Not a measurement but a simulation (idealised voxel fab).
process module | voxel local oxidation
cross-section cut | 250 nm wide | cells 5 nm
A cross-section is a grid of square cells, given in bands from the top down. A band is one or more rows of cells.
Each band's line starts with the height of the band's top and of its bottom, in nm. Then come its materials from left to right, each with its width in nm. One material with "throughout" fills the band from edge to edge. "air" is empty space.
Height 0 is the level under which the wafer as received is all one material. The lowest band goes on downwards, as in "0 down".
A width such as "30 to 40" changes by the same amount from each row of cells to the next, from the band's top row to its bottom row.
"no change" after a step means that no cell of the cross-section changed.
closed voids: empty space of 8 cells or more with no open way to the top, each as width x height at its distance from the left edge, in nm
after a step's settings: what the simulator itself notes on the step
overlay nm, on a step with a mask: how far to the right of its planned place the mask lay; to the left if negative
plan
1 op RECEIVE | material Si
2 op CONFORMAL_DEP | material SiO2 | thk nm 5
3 op CONFORMAL_DEP | material SiN | thk nm 15
4 op PATTERN | tone cover | mask id ACTIVE | material resist | width nm 130 | thk nm 15 | overlay nm -15
5 op DIRECTIONAL_ETCH | etch materials SiN | depth nm 15
6 op STRIP | etch materials resist
7 op SELECTIVE_ETCH | etch materials SiO2 | depth nm 5
8 op OXIDIZE | depth nm 15
9 op STRIP | etch materials SiN
varied across the wafers: overlay nm of step 4. The plan shows the first wafer's value. All wafers start alike
first wafer as received, after step 1
  0 down: Si throughout
  closed voids: none
each wafer at the end: cells of each material gained (+) or lost (-) since it was received, then its closed voids
overlay nm -15 | -96 Si | +120 SiO2 | closed voids: none
overlay nm -10 | -96 Si | +120 SiO2 | closed voids: none
overlay nm -5 | -96 Si | +120 SiO2 | closed voids: none
overlay nm 0 | -96 Si | +120 SiO2 | closed voids: none
overlay nm 5 | -96 Si | +120 SiO2 | closed voids: none
overlay nm 10 | -96 Si | +120 SiO2 | closed voids: none
overlay nm 15 | -96 Si | +120 SiO2 | closed voids: none
